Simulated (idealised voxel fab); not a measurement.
Module name: voxel gate over fins (process module)
FYI the section here is cut, 180 nm wide, cells are 5 nm squares.
Heads up, the way a cross-section reads in here is a grid of square cells, handed over as bands from the top down, with every band being one or more rows of cells.
It is stipulated that each band's entry specify, in nanometres, the height of the top of the band and then that of its bottom, followed by the materials of the band in left-to-right sequence, each together with its width in nanometres. A single material marked by the word "all across" is understood to fill the band from edge to edge; the word "air" is understood to denote empty space.
Ref level 0: as-received wafer is one material below here. Bottom band extends down with no lower bound ("from 0 down").
Width spec "30 to 40" -> top row of cells at first value, bottom row at second value, equal per-row change in between.
"no alterations made" -> step changed no cross-section cell.
Reported under the label "Non-vented voids" are the empty spaces having no open way to the top and comprising 8 cells or more; the notation for each is width x height at distance, in which the distance is measured from the left edge and all three values are in nm.
The remark found on a step's line after its settings is issued by the simulator itself and pertains to that step.
overlay nm, on a step with a mask: how far to the right of its planned place the mask lay; to the left if negative

-- Below is the list of planned process steps
1,RECEIVE: material Si
2,CONFORMAL_DEP: material SiN, thk nm 5
3,MASKED_ETCH: tone cover, mask id FINS, width nm 15, pitch nm 55, etch materials SiN, depth nm 5, overlay nm 0
4,MASKED_ETCH: tone cover, mask id FINS, width nm 15, pitch nm 55, etch materials Si, depth nm 35, overlay nm 0
5,FILL_DEP: material SiO2, thk nm 15
6,CMP: height nm 5
7,MASKED_ETCH: tone open, mask id RAIL, width nm 15, etch materials SiO2, depth nm 35, overlay nm 0
8,CONFORMAL_DEP: material TiN, thk nm 5
9,FILL_DEP: material Ru, thk nm 5
10,CMP: height nm 5
11,SELECTIVE_ETCH: etch materials W Ru TiN, depth nm 20
12,FILL_DEP: material SiO2, thk nm 5
13,CMP: height nm 5
14,SELECTIVE_ETCH: etch materials SiO2, depth nm 15
15,STRIP: etch materials SiN
16,CONFORMAL_DEP: material HfO2, thk nm 5
17,CONFORMAL_DEP: material TiN, thk nm 5
18,FILL_DEP: material W, thk nm 10
19,CMP: height nm 15
20,CONFORMAL_DEP: material SiCN, thk nm 10

-- So this is the incoming wafer in cross-section - it's already been through step 1
  from 0 down | Si all across
  Non-vented voids: none

-- Post-module cross-section: identical start and plan to those above, one misstep in execution
  from 25 to 15 | SiCN all across
  from 15 to 10 | W all across
  from 10 to 5 | 15 W  35 TiN  20 W  35 TiN  20 W  35 TiN  20 W
  from 5 to 0 | 15 W  5 TiN  25 HfO2  5 TiN  20 W  5 TiN  25 HfO2  5 TiN  20 W  5 TiN  25 HfO2  5 TiN  20 W
  from 0 to -5 | 20 TiN  5 HfO2  15 Si  5 HfO2  30 TiN  5 HfO2  15 Si  5 HfO2  30 TiN  5 HfO2  15 Si  5 HfO2  25 TiN
  from -5 to -10 | 25 HfO2  15 Si  40 HfO2  15 Si  40 HfO2  15 Si  30 HfO2
  from -10 to -15 | 25 SiO2  15 Si  40 SiO2  15 Si  40 SiO2  15 Si  30 SiO2
  from -15 to -25 | 25 SiO2  15 Si  10 SiO2  5 TiN  5 Ru  5 TiN  15 SiO2  15 Si  40 SiO2  15 Si  30 SiO2
  from -25 to -30 | 25 SiO2  15 Si  10 SiO2  15 TiN  15 SiO2  15 Si  40 SiO2  15 Si  30 SiO2
  from -30 to -45 | 25 SiO2  15 Si  40 SiO2  15 Si  40 SiO2  15 Si  30 SiO2
  from -45 down | Si all across
  Non-vented voids: none
Here's what went sideways: for step 4, the planned setting was not used; the step was instead run as MASKED_ETCH: tone cover, mask id FINS, width nm 15, pitch nm 55, etch materials Si, depth nm 45, overlay nm 0
